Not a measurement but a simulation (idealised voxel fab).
The process module presented herein is designated voxel gate over fins.
Displayed cross-section: cut, width of 165 nm, square cells sized 5 nm.
Heads up, the way a cross-section reads in here is a grid of square cells, handed over as bands from the top down, with every band being one or more rows of cells.
The band entry comprises the height of the band's top followed by the height of its bottom, expressed in nm, and subsequently the band's materials from left to right, each stated together with its width in nm. Where a single material is marked with the word "full width", that material fills the band from edge to edge. The word "empty" represents empty space.
Note: height 0 marks the level under which the wafer is uniformly one material as received. Lowest band unbounded below, written "top 0, no bottom".
Graded width ("30..40"): value in top row of band = first number; value in bottom row = second number; row-to-row change constant.
Reading "nothing changed" for a step: not a cell of the cross-section changed in it.
Under "Catalogued sealed voids" you'll find the enclosed gaps, the ones with no way out to the top, that are 8 cells or bigger; each reads width x height at distance, with distance counted from the left edge, everything in nm.
That trailing text on a step's line, after the settings, is the simulator's own remark on the step.
When a step includes a mask, the "overlay nm" setting on its line states how far to the right of its planned place that mask lay, and negative values state how far to the left.
-- Planned step list for the process
1: op RECEIVE | material Si
2: op CONFORMAL_DEP | material SiN | thk nm 5
3: op MASKED_ETCH | tone cover | mask id FINS | width nm 15 | pitch nm 45 | etch materials SiN | depth nm 5 | overlay nm 0
4: op MASKED_ETCH | tone cover | mask id FINS | width nm 15 | pitch nm 45 | etch materials Si | depth nm 30 | overlay nm 0
5: op OXIDIZE | depth nm 5
6: op FILL_DEP | material SiO2 | thk nm 10
7: op CMP | height nm 5
8: op SELECTIVE_ETCH | etch materials SiO2 | depth nm 20
9: op STRIP | etch materials SiN
10: op CONFORMAL_DEP | material HfO2 | thk nm 5
11: op CONFORMAL_DEP | material TiN | thk nm 5
12: op FILL_DEP | material W | thk nm 15
13: op CMP | height nm 20
14: op CONFORMAL_DEP | material SiN | thk nm 10
-- Cross-section of the wafer at receipt, which is the condition after step 1
* top 0, no bottom | Si full width
* Catalogued sealed voids: none
-- Cross-sectional view of the first of the two wafers upon completion of the module, processed in accordance with the plan
* top 30, bottom 20 | SiN full width
* top 20, bottom 10 | W full width
* top 10, bottom 5 | 25 of W, 25 of TiN, 20 of W, 25 of TiN, 20 of W, 25 of TiN, 25 of W
* top 5, bottom 0 | 25 of W, 5 of TiN, 15 of HfO2, 5 of TiN, 20 of W, 5 of TiN, 15 of HfO2, 5 of TiN, 20 of W, 5 of TiN, 15 of HfO2, 5 of TiN, 25 of W
* top 0, bottom -5 | 25 of W, 5 of TiN, 5 of HfO2, 5 of Si, 5 of HfO2, 5 of TiN, 20 of W, 5 of TiN, 5 of HfO2, 5 of Si, 5 of HfO2, 5 of TiN, 20 of W, 5 of TiN, 5 of HfO2, 5 of Si, 5 of HfO2, 5 of TiN, 25 of W
* top -5, bottom -10 | 30 of TiN, 5 of HfO2, 5 of Si, 5 of HfO2, 30 of TiN, 5 of HfO2, 5 of Si, 5 of HfO2, 30 of TiN, 5 of HfO2, 5 of Si, 5 of HfO2, 30 of TiN
* top -10, bottom -15 | 35 of HfO2, 5 of Si, 40 of HfO2, 5 of Si, 40 of HfO2, 5 of Si, 35 of HfO2
* top -15, bottom -35 | 35 of SiO2, 5 of Si, 40 of SiO2, 5 of Si, 40 of SiO2, 5 of Si, 35 of SiO2
* top -35, no bottom | Si full width
* Catalogued sealed voids: none
-- What the second wafer looks like in cross-section once the module is done. Its start and its plan matched the first wafer's exactly; what differed was one mistake in how it was run
* top 30, bottom 20 | SiN full width
* top 20, bottom 5 | W full width
* top 5, bottom 0 | 30 of W, 15 of TiN, 30 of W, 15 of TiN, 30 of W, 15 of TiN, 30 of W
* top 0, bottom -10 | 30 of W, 5 of TiN, 5 of Si, 5 of TiN, 30 of W, 5 of TiN, 5 of Si, 5 of TiN, 30 of W, 5 of TiN, 5 of Si, 5 of TiN, 30 of W
* top -10, bottom -15 | 35 of TiN, 5 of Si, 40 of TiN, 5 of Si, 40 of TiN, 5 of Si, 35 of TiN
* top -15, bottom -35 | 35 of SiO2, 5 of Si, 40 of SiO2, 5 of Si, 40 of SiO2, 5 of Si, 35 of SiO2
* top -35, no bottom | Si full width
* Catalogued sealed voids: none
Finding, execution versus plan: step 10 of the plan got skipped, so it never ran
It is noted that, at the conclusion of processing, the second wafer exhibits a higher or lower cell count for certain materials relative to the first: -51 HfO2 | +51 W
